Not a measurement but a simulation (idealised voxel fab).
Process module, titled voxel capacitor over wiring
Cross-section cut: width 180 nm, square cells of 5 nm.
We lay out every cross-section as a grid of square cells and spell it out in bands from the top down, where one band means one or more rows of cells. Heights first: top, then bottom, in nm. Then materials, left to right, each with a width in nm. "full width" on a single material: fills the band edge to edge. "blank": empty space. We count height from 0. Below that, the starting wafer is all one material. The lowest band never ends at the bottom but goes on down; see "0 down" for how that is written. A width such as "30 to 40" changes by the same amount from each row of cells to the next, from the band's top row to its bottom row. Step marked "remains unaltered"? Then no cell in the cross-section changed in it. The entry titled "Fully sealed cavities" provides the empty spaces that have no open way to the top, restricted to those of 8 cells or more. Each is presented as width x height at distance, the distance being measured from the left edge, with all three in nm. Formally, on a step line, whatever follows the settings is a remark that the simulator itself makes on the step. "overlay nm" denotes, for a step that has a mask, the displacement of the mask to the right of its planned place, with negative values corresponding to the left.

Listed below are the process steps as planned
1. RECEIVE,material Si
2. CONFORMAL_DEP,material SiO2,thk nm 10
3. CONFORMAL_DEP,material SiCN,thk nm 5
4. DIRECTIONAL_DEP,material lowk,thk nm 20
5. MASKED_ETCH,tone open,mask id METAL_1,width nm 25,pitch nm 95,etch materials lowk,depth nm 20,overlay nm 0
6. MASKED_ETCH,tone open,mask id METAL_1,width nm 25,pitch nm 95,etch materials SiCN,depth nm 5,overlay nm 0
7. CONFORMAL_DEP,material TiN,thk nm 5
8. FILL_DEP,material Cu,thk nm 5
9. CMP,height nm 35
10. CONFORMAL_DEP,material SiCN,thk nm 5
11. DIRECTIONAL_DEP,material SiO2,thk nm 20
12. MASKED_ETCH,tone open,mask id PLUG_1,width nm 15,etch materials SiO2,depth nm 20,overlay nm 0
13. MASKED_ETCH,tone open,mask id PLUG_1,width nm 15,etch materials SiCN,depth nm 5,overlay nm 0
14. CONFORMAL_DEP,material TiN,thk nm 5
15. FILL_DEP,material W,thk nm 10
16. CMP,height nm 60
17. DIRECTIONAL_DEP,material TiN,thk nm 10
18. DIRECTIONAL_DEP,material SiN,thk nm 5
19. DIRECTIONAL_DEP,material TiN,thk nm 5
20. DIRECTIONAL_DEP,material aC,thk nm 15
21. PATTERN,tone cover,mask id UPPER_PLATE,material resist,width nm 75,thk nm 30,overlay nm 0
22. DIRECTIONAL_ETCH,etch materials aC,depth nm 15
23. STRIP,etch materials resist
24. DIRECTIONAL_ETCH,etch materials TiN,depth nm 5
25. DIRECTIONAL_ETCH,etch materials SiN,depth nm 5
26. STRIP,etch materials aC
27. PATTERN,tone cover,mask id LOWER_PLATE,material resist,width nm 85,thk nm 15,overlay nm 0
28. DIRECTIONAL_ETCH,etch materials TiN,depth nm 10
29. STRIP,etch materials resist
30. FILL_DEP,material SiO2,thk nm 15
31. CMP,height nm 90
32. DIRECTIONAL_DEP,material aC,thk nm 15
33. PATTERN,tone open,mask id PLUG_2,material resist,width nm 15,thk nm 35,overlay nm 0
34. DIRECTIONAL_ETCH,etch materials aC,depth nm 15
35. STRIP,etch materials resist
36. DIRECTIONAL_ETCH,etch materials SiO2,depth nm 10
37. STRIP,etch materials aC
38. CONFORMAL_DEP,material TiN,thk nm 5
39. FILL_DEP,material W,thk nm 10
40. CMP,height nm 90
41. CONFORMAL_DEP,material SiCN,thk nm 5

As-received wafer cross-section (after step 1)
  0 down = Si full width
  Fully sealed cavities: none

Here's the wafer cut in cross-section after the module, started and planned just like above, except one thing was done wrong in the run
  95 to 90 = SiCN full width
  90 to 85 = SiO2 50 nm, TiN 5 nm, W 5 nm, TiN 5 nm, SiO2 115 nm
  85 to 75 = SiO2 50 to 45 nm, TiN 15 to 70 nm, SiO2 115 to 65 nm
  75 to 70 = SiO2 40 nm, SiN 75 nm, SiO2 65 nm
  70 to 60 = SiO2 40 nm, TiN 90 nm, SiO2 50 nm
  60 to 40 = SiO2 40 nm, TiN 5 nm, W 5 nm, TiN 5 nm, SiO2 125 nm
  40 to 35 = SiCN 40 nm, TiN 15 nm, SiCN 125 nm
  35 to 15 = lowk 30 nm, TiN 5 nm, Cu 15 nm, TiN 5 nm, lowk 70 nm, TiN 5 nm, Cu 15 nm, TiN 5 nm, lowk 30 nm
  15 to 10 = SiCN 30 nm, TiN 25 nm, SiCN 70 nm, TiN 25 nm, SiCN 30 nm
  10 to 0 = SiO2 full width
  0 down = Si full width
  Fully sealed cavities: none
Run error: step 27 ran with different settings than intended, the actual operation and settings being PATTERN,tone cover,mask id LOWER_PLATE,material resist,width nm 85,thk nm 15,overlay nm 10
